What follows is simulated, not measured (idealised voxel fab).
voxel air gaps: a process module
Shown is cross-section cut, with a width of 190 nm and square cells of size 5 nm.
In what follows, cross-sections appear as grids of square cells, described through bands that run from the top down, where every band is one or more rows of cells.
The band entry comprises the height of the band's top followed by the height of its bottom, expressed in nm, and subsequently the band's materials from left to right, each stated together with its width in nm. Where a single material is marked with the word "full width", that material fills the band from edge to edge. The word "blank" represents empty space.
Height reference: 0 = level under which incoming wafer is all one material. Lowest band: no bottom, runs on downward, e.g. "top 0, no bottom".
A width such as "30->40" changes by the same amount from each row of cells to the next, from the band's top row to its bottom row.
No cell of the cross-section changed in a step that is given as "no modification".
Voids, fully enclosed: empty space of 8 cells or more with no open way to the top, each as width x height at its distance from the left edge, in nm
Past the settings on a step's line: simulator remark, on that step.
When a step includes a mask, the "overlay nm" setting on its line states how far to the right of its planned place that mask lay, and negative values state how far to the left.

# Below is the list of planned process steps
1,RECEIVE,material Si
2,CONFORMAL_DEP,material SiO2,thk nm 15
3,CONFORMAL_DEP,material SiCN,thk nm 5
4,DIRECTIONAL_DEP,material lowk,thk nm 35
5,DIRECTIONAL_DEP,material aC,thk nm 15
6,PATTERN,tone open,mask id LINES,material resist,width nm 15,pitch nm 45,thk nm 30,overlay nm 0
7,DIRECTIONAL_ETCH,etch materials aC,depth nm 15
8,STRIP,etch materials resist
9,DIRECTIONAL_ETCH,etch materials lowk,depth nm 35
10,STRIP,etch materials aC
11,CONFORMAL_DEP,material TiN,thk nm 5
12,FILL_DEP,material Cu,thk nm 10
13,CMP,height nm 55
14,EPI,material Ru,thk nm 10
15,SELECTIVE_ETCH,etch materials lowk,depth nm 45
16,CONFORMAL_DEP,material SiCN,thk nm 5

# First of the two wafers, run per plan

# Incoming wafer in cross-section (state: after step 1)
top 0, no bottom = Si full width
Voids, fully enclosed: none

# Sectional view: wafer, after step 2
top 15, bottom 0 = SiO2 full width
Rest of section, below 0: as before.

# Sectional view: wafer, after step 3
top 20, bottom 15 = SiCN full width
Rest of section, below 15: as before.

# Sectional view: wafer, after step 4
top 55, bottom 20 = lowk full width
Rest of section, below 20: as before.

# Sectional view: wafer, after step 5
top 70, bottom 55 = aC full width
Rest of section, below 55: as before.

# Sectional view: wafer, after step 6
top 100, bottom 70 = 40 of resist; 15 of blank; 30 of resist; 15 of blank; 30 of resist; 15 of blank; 45 of resist
Rest of section, below 70: as before.

# Sectional view: wafer, after step 7
top 85, bottom 70 = 40 of resist; 15 of blank; 30 of resist; 15 of blank; 30 of resist; 15 of blank; 45 of resist
top 70, bottom 55 = 40 of aC; 15 of blank; 30 of aC; 15 of blank; 30 of aC; 15 of blank; 45 of aC
Rest of section, below 55: as before.

# Sectional view: wafer, after step 8
top 70, bottom 55 = 40 of aC; 15 of blank; 30 of aC; 15 of blank; 30 of aC; 15 of blank; 45 of aC
Rest of section, below 55: as before.

# Sectional view: wafer, after step 9
top 70, bottom 55 = 40 of aC; 15 of blank; 30 of aC; 15 of blank; 30 of aC; 15 of blank; 45 of aC
top 55, bottom 20 = 40 of lowk; 15 of blank; 30 of lowk; 15 of blank; 30 of lowk; 15 of blank; 45 of lowk
Rest of section, below 20: as before.

# Sectional view: wafer, after step 10
top 55, bottom 20 = 40 of lowk; 15 of blank; 30 of lowk; 15 of blank; 30 of lowk; 15 of blank; 45 of lowk
Rest of section, below 20: as before.

# Sectional view: wafer, after step 11
top 60, bottom 55 = 45 of TiN; 5 of blank; 40 of TiN; 5 of blank; 40 of TiN; 5 of blank; 50 of TiN
top 55, bottom 25 = 40 of lowk; 5 of TiN; 5 of blank; 5 of TiN; 30 of lowk; 5 of TiN; 5 of blank; 5 of TiN; 30 of lowk; 5 of TiN; 5 of blank; 5 of TiN; 45 of lowk
top 25, bottom 20 = 40 of lowk; 15 of TiN; 30 of lowk; 15 of TiN; 30 of lowk; 15 of TiN; 45 of lowk
Rest of section, below 20: as before.

# Sectional view: wafer, after step 12
top 70, bottom 60 = Cu full width
top 60, bottom 55 = 45 of TiN; 5 of Cu; 40 of TiN; 5 of Cu; 40 of TiN; 5 of Cu; 50 of TiN
top 55, bottom 25 = 40 of lowk; 5 of TiN; 5 of Cu; 5 of TiN; 30 of lowk; 5 of TiN; 5 of Cu; 5 of TiN; 30 of lowk; 5 of TiN; 5 of Cu; 5 of TiN; 45 of lowk
Rest of section, below 25: as before.

# Sectional view: wafer, after step 13
top 55, bottom 25 = 40 of lowk; 5 of TiN; 5 of Cu; 5 of TiN; 30 of lowk; 5 of TiN; 5 of Cu; 5 of TiN; 30 of lowk; 5 of TiN; 5 of Cu; 5 of TiN; 45 of lowk
Rest of section, below 25: as before.

# Sectional view: wafer, after step 14
top 65, bottom 55 = 30 of blank; 35 of Ru; 10 of blank; 35 of Ru; 10 of blank; 35 of Ru; 35 of blank
Rest of section, below 55: as before.

# Sectional view: wafer, after step 15
top 65, bottom 55 = 30 of blank; 35 of Ru; 10 of blank; 35 of Ru; 10 of blank; 35 of Ru; 35 of blank
top 55, bottom 25 = 40 of blank; 5 of TiN; 5 of Cu; 5 of TiN; 30 of blank; 5 of TiN; 5 of Cu; 5 of TiN; 30 of blank; 5 of TiN; 5 of Cu; 5 of TiN; 45 of blank
top 25, bottom 20 = 40 of blank; 15 of TiN; 30 of blank; 15 of TiN; 30 of blank; 15 of TiN; 45 of blank
Rest of section, below 20: as before.

# Sectional view: wafer, after step 16
top 70, bottom 65 = 25 of blank; 135 of SiCN; 30 of blank
top 65, bottom 55 = 25 of blank; 5 of SiCN; 35 of Ru; 10 of SiCN; 35 of Ru; 10 of SiCN; 35 of Ru; 5 of SiCN; 30 of blank
top 55, bottom 50 = 25 of blank; 15 of SiCN; 5 of TiN; 5 of Cu; 5 of TiN; 30 of SiCN; 5 of TiN; 5 of Cu; 5 of TiN; 30 of SiCN; 5 of TiN; 5 of Cu; 5 of TiN; 15 of SiCN; 30 of blank
top 50, bottom 25 = 35 of blank; 5 of SiCN; 5 of TiN; 5 of Cu; 5 of TiN; 5 of SiCN; 20 of blank; 5 of SiCN; 5 of TiN; 5 of Cu; 5 of TiN; 5 of SiCN; 20 of blank; 5 of SiCN; 5 of TiN; 5 of Cu; 5 of TiN; 5 of SiCN; 40 of blank
top 25, bottom 20 = 40 of SiCN; 15 of TiN; 30 of SiCN; 15 of TiN; 30 of SiCN; 15 of TiN; 45 of SiCN
Rest of section, below 20: as before.
Voids, fully enclosed: 20 x 25 at 60; 20 x 25 at 105

# Now the other wafer: same start, same recipe, but we messed up one thing when running it. Up to and including step 15 it's the same as the first one

# Second wafer, cut view, end of step 16 per plan
top 80, bottom 65 = 15 of blank; 155 of SiCN; 20 of blank
top 65, bottom 55 = 15 of blank; 15 of SiCN; 35 of Ru; 10 of SiCN; 35 of Ru; 10 of SiCN; 35 of Ru; 15 of SiCN; 20 of blank
top 55, bottom 50 = 15 of blank; 25 of SiCN; 5 of TiN; 5 of Cu; 5 of TiN; 30 of SiCN; 5 of TiN; 5 of Cu; 5 of TiN; 30 of SiCN; 5 of TiN; 5 of Cu; 5 of TiN; 25 of SiCN; 20 of blank
top 50, bottom 40 = 15 of blank; 25 of SiCN; 5 of TiN; 5 of Cu; 5 of TiN; 5 of SiCN; 20 of blank; 5 of SiCN; 5 of TiN; 5 of Cu; 5 of TiN; 5 of SiCN; 20 of blank; 5 of SiCN; 5 of TiN; 5 of Cu; 5 of TiN; 25 of SiCN; 20 of blank
top 40, bottom 35 = 25 of blank; 15 of SiCN; 5 of TiN; 5 of Cu; 5 of TiN; 5 of SiCN; 20 of blank; 5 of SiCN; 5 of TiN; 5 of Cu; 5 of TiN; 5 of SiCN; 20 of blank; 5 of SiCN; 5 of TiN; 5 of Cu; 5 of TiN; 15 of SiCN; 30 of blank
top 35, bottom 25 = 40 of SiCN; 5 of TiN; 5 of Cu; 5 of TiN; 5 of SiCN; 20 of blank; 5 of SiCN; 5 of TiN; 5 of Cu; 5 of TiN; 5 of SiCN; 20 of blank; 5 of SiCN; 5 of TiN; 5 of Cu; 5 of TiN; 45 of SiCN
top 25, bottom 20 = 40 of SiCN; 15 of TiN; 30 of SiCN; 15 of TiN; 30 of SiCN; 15 of TiN; 45 of SiCN
Rest of section, below 20: as before.
Voids, fully enclosed: 20 x 25 at 60; 20 x 25 at 105
Error vs. plan: step 16 changed vs plan, executed as CONFORMAL_DEP,material SiCN,thk nm 15
The final cell counts differ between the wafers, with the second having more or fewer of some materials than the first: +128 SiCN
